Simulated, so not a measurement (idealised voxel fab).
The name of this process module is voxel transistor to metal.
For reference, the cross-section in this document is cut, with width 300 nm and square cells of 5 nm.
Square cells in a grid make up a cross-section in this document, and the grid is given as bands, listed from the top down, each one or more rows of cells. Basically the band line says how high the top is and how high the bottom is, in nm, and then what's in it from left to right, every material with its width in nm. Empty space shows up as "blank", and if a single material carries "full width" it runs the full band edge to edge. Zero point of the height axis is 0; under it, received wafer = one material. Lowest band: continues down indefinitely, "0 down". Graded width ("30..40"): value in top row of band = first number; value in bottom row = second number; row-to-row change constant. Reading "stayed the same" for a step: not a cell of the cross-section changed in it. What "Fully closed voids" gives you is every empty space of 8 cells or more that is cut off from the top. Each appears as width x height at distance, with the distance taken from the left edge and width, height and distance all in nm. Where a step's line continues beyond its settings, the continuation is a remark by the simulator itself on that step. If you see "overlay nm" on a step's line and that step has a mask, it's telling you how far right of where it was planned the mask ended up; a negative number means it went left instead.

The steps planned for the process are as follows:
- 1: RECEIVE,material Si
- 2: CONFORMAL_DEP,material SiO2,thk nm 5
- 3: CONFORMAL_DEP,material SiN,thk nm 10
- 4: DIRECTIONAL_DEP,material aC,thk nm 15
- 5: PATTERN,tone cover,mask id ACTIVE,material resist,width nm 120,pitch nm 140,thk nm 30,overlay nm 0
- 6: DIRECTIONAL_ETCH,etch materials aC,depth nm 15
- 7: STRIP,etch materials resist
- 8: DIRECTIONAL_ETCH,etch materials SiN,depth nm 10
- 9: DIRECTIONAL_ETCH,etch materials SiO2,depth nm 5
- 10: DIRECTIONAL_ETCH,etch materials Si,depth nm 20
- 11: STRIP,etch materials aC
- 12: OXIDIZE,depth nm 5
- 13: FILL_DEP,material SiO2,thk nm 10
- 14: CMP,height nm 15
- 15: SELECTIVE_ETCH,etch materials SiO2,depth nm 10
- 16: STRIP,etch materials SiN
- 17: SELECTIVE_ETCH,etch materials SiO2,depth nm 5
- 18: OXIDIZE,depth nm 5
- 19: DIRECTIONAL_DEP,material polySi,thk nm 25
- 20: DIRECTIONAL_DEP,material SiCN,thk nm 15
- 21: PATTERN,tone cover,mask id GATE,material resist,width nm 30,pitch nm 140,thk nm 15,overlay nm 0
- 22: DIRECTIONAL_ETCH,etch materials SiCN,depth nm 25
- 23: DIRECTIONAL_ETCH,etch materials polySi,depth nm 35
- 24: STRIP,etch materials resist
- 25: CONFORMAL_DEP,material SiN,thk nm 5
- 26: DIRECTIONAL_ETCH,etch materials SiN,depth nm 5
- 27: DIRECTIONAL_ETCH,etch materials SiO2,depth nm 5
- 28: DIRECTIONAL_ETCH,etch materials Si,depth nm 5
- 29: EPI,material nSi,thk nm 10
- 30: FILL_DEP,material SiO2,thk nm 10
- 31: CMP,height nm 25
- 32: STRIP,etch materials polySi
- 33: SELECTIVE_ETCH,etch materials SiO2,depth nm 5
- 34: CONFORMAL_DEP,material HfO2,thk nm 5
- 35: CONFORMAL_DEP,material TiN,thk nm 5
- 36: FILL_DEP,material W,thk nm 10
- 37: CMP,height nm 20
- 38: DIRECTIONAL_DEP,material SiO2,thk nm 10
- 39: DIRECTIONAL_DEP,material aC,thk nm 10
- 40: PATTERN,tone open,mask id CONTACT,material resist,width nm 20,thk nm 30,overlay nm 0
- 41: DIRECTIONAL_ETCH,etch materials aC,depth nm 10
- 42: STRIP,etch materials resist
- 43: DIRECTIONAL_ETCH,etch materials SiO2,depth nm 30
- 44: STRIP,etch materials aC
- 45: CONFORMAL_DEP,material TiN,thk nm 5
- 46: FILL_DEP,material W,thk nm 10
- 47: CMP,height nm 30
- 48: CONFORMAL_DEP,material SiN,thk nm 5
- 49: DIRECTIONAL_DEP,material SiO2,thk nm 15
- 50: PATTERN,tone open,mask id METAL_1,material resist,width nm 20,thk nm 15,overlay nm 0
- 51: DIRECTIONAL_ETCH,etch materials SiO2,depth nm 15
- 52: DIRECTIONAL_ETCH,etch materials SiN,depth nm 5
- 53: STRIP,etch materials resist
- 54: CONFORMAL_DEP,material TiN,thk nm 5
- 55: FILL_DEP,material Ru,thk nm 5
- 56: CMP,height nm 50
- 57: EPI,material Ru,thk nm 5
- 58: FILL_DEP,material SiCN,thk nm 5
- 59: DIRECTIONAL_DEP,material SiO2,thk nm 30
- 60: DIRECTIONAL_DEP,material aC,thk nm 10
- 61: PATTERN,tone open,mask id METAL_2,material resist,width nm 20,pitch nm 140,thk nm 30,overlay nm 0
- 62: DIRECTIONAL_ETCH,etch materials aC,depth nm 10
- 63: STRIP,etch materials resist
- 64: DIRECTIONAL_ETCH,etch materials SiO2,depth nm 15
- 65: STRIP,etch materials aC
- 66: MASKED_ETCH,tone open,mask id METAL_2_HOLES,width nm 15,pitch nm 140,etch materials SiO2,depth nm 15,overlay nm 0
- 67: MASKED_ETCH,tone open,mask id METAL_2_HOLES,width nm 15,pitch nm 140,etch materials SiCN,depth nm 5,overlay nm 0
- 68: CONFORMAL_DEP,material TiN,thk nm 5
- 69: FILL_DEP,material Cu,thk nm 5
- 70: CMP,height nm 90
- 71: CONFORMAL_DEP,material SiN,thk nm 5

Incoming wafer, cross-sectional view, post step 1:
> 0 down = Si full width
> Fully closed voids: none

Figure: cross-sectional view of the wafer upon completion of the module, processed from the initial state and according to the plan depicted above, with one error introduced during execution:
> 95 to 90 = SiN full width
> 90 to 80 = SiO2 (30), TiN (5), Cu (10), TiN (5), SiO2 (120), TiN (5), Cu (10), TiN (5), SiO2 (110)
> 80 to 75 = SiO2 (30), TiN (5), Cu (5), TiN (10), SiO2 (120), TiN (5), Cu (5), TiN (10), SiO2 (110)
> 75 to 60 = SiO2 (30), TiN (5), Cu (5), TiN (5), SiO2 (125), TiN (5), Cu (5), TiN (5), SiO2 (115)
> 60 to 55 = SiCN (30), TiN (15), SiCN (125), TiN (15), SiCN (115)
> 55 to 50 = SiCN (25), Ru (30), SiCN (50), Ru (30), SiCN (30), Ru (30), SiCN (50), Ru (30), SiCN (25)
> 50 to 35 = SiO2 (30), TiN (5), Ru (10), TiN (5), SiO2 (60), TiN (5), Ru (10), TiN (5), SiO2 (40), TiN (5), Ru (10), TiN (5), SiO2 (60), TiN (5), Ru (10), TiN (5), SiO2 (30)
> 35 to 30 = SiN (30), TiN (20), SiN (60), TiN (20), SiN (40), TiN (20), SiN (60), TiN (20), SiN (30)
> 30 to 20 = SiO2 (30), TiN (5), W (10), TiN (5), SiO2 (60), TiN (5), W (10), TiN (5), SiO2 (40), TiN (5), W (10), TiN (5), SiO2 (60), TiN (5), W (10), TiN (5), SiO2 (30)
> 20 to 5 = SiO2 (30), TiN (5), W (10), TiN (5), SiO2 (10), SiN (5), HfO2 (5), TiN (5), W (10), TiN (5), HfO2 (5), SiN (5), SiO2 (10), TiN (5), W (10), TiN (5), SiO2 (40), TiN (5), W (10), TiN (5), SiO2 (10), SiN (5), HfO2 (5), TiN (5), W (10), TiN (5), HfO2 (5), SiN (5), SiO2 (10), TiN (5), W (10), TiN (5), SiO2 (30)
> 5 to 0 = SiO2 (30), TiN (20), nSi (10), SiN (5), HfO2 (5), TiN (20), HfO2 (5), SiN (5), nSi (10), TiN (20), SiO2 (40), TiN (20), nSi (10), SiN (5), HfO2 (5), TiN (20), HfO2 (5), SiN (5), nSi (10), TiN (20), SiO2 (30)
> 0 to -5 = SiO2 (20), nSi (40), HfO2 (40), nSi (40), SiO2 (20), nSi (40), HfO2 (40), nSi (40), SiO2 (20)
> -5 to -10 = SiO2 (25), nSi (35), Si (40), nSi (35), SiO2 (30), nSi (35), Si (40), nSi (35), SiO2 (25)
> -10 to -45 = SiO2 (25), Si (110), SiO2 (30), Si (110), SiO2 (25)
> -45 down = Si full width
> Fully closed voids: none
Deviation noted in wafer processing: heads up, step 10 of the plan got done twice
